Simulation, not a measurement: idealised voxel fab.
Process module, titled voxel tone inversion
cross-section cut | 235 nm wide | cells 5 nm
If you're reading a cross-section in this doc, picture square cells in a grid; it comes to you as bands, top ones listed first down to the bottom, and a band can be one or more rows of cells.
First you get the band's top height and its bottom height, in nm, and then the materials it's made of, left to right, with each width in nm. If you see a single material with "everywhere", that one covers the band edge to edge. "air" is empty space.
Where do heights start? At 0: under that level the wafer as delivered is made of one material only. And the lowest band has no floor; it just carries on downward, as in "0 and below".
Note: "30..40" means the width goes from the first number (top row of the band) to the second number (bottom row) in equal steps per row of cells.
Any step labelled "nothing changed" changed none of the cells in the cross-section.
Reported under the label "Unvented internal voids" are the empty spaces having no open way to the top and comprising 8 cells or more; the notation for each is width x height at distance, in which the distance is measured from the left edge and all three values are in nm.
after a step's settings: what the simulator itself notes on the step
Steps that use a mask can have "overlay nm" on their line. It says how far the mask sat to the right of where it was meant to be. Negative means to the left.

# So here's the lineup of process steps we planned
step 1: RECEIVE (material Si)
step 2: CONFORMAL_DEP (material SiCN; thk nm 5)
step 3: DIRECTIONAL_DEP (material aC; thk nm 15)
step 4: PATTERN (tone cover; mask id POSTS; material resist; width nm 20; pitch nm 45; thk nm 25; overlay nm 0)
step 5: DIRECTIONAL_ETCH (etch materials aC; depth nm 15)
step 6: STRIP (etch materials resist)
step 7: FILL_DEP (material SiO2; thk nm 5)
step 8: CMP (height nm 20)
step 9: STRIP (etch materials aC)
step 10: CONFORMAL_DEP (material TiN; thk nm 5)
step 11: FILL_DEP (material W; thk nm 10)
step 12: CMP (height nm 20)
step 13: CONFORMAL_DEP (material SiN; thk nm 5)

# As received (post step 1): cross-section
  0 and below: Si everywhere
  Unvented internal voids: none

# Final cross-section, module run with one mistake (start and plan as above)
  25 down to 20: SiN everywhere
  20 down to 10: SiO2: 80 | TiN: 5 | W: 20 | TiN: 5 | SiO2: 15 | TiN: 5 | W: 20 | TiN: 5 | SiO2: 80
  10 down to 5: SiO2: 80 | TiN: 30 | SiO2: 15 | TiN: 30 | SiO2: 80
  5 down to 0: SiCN everywhere
  0 and below: Si everywhere
  Unvented internal voids: none
Error vs. plan: rather than as planned, step 4 actually ran as PATTERN (tone cover; mask id POSTS; material resist; width nm 30; pitch nm 45; thk nm 25; overlay nm 0)
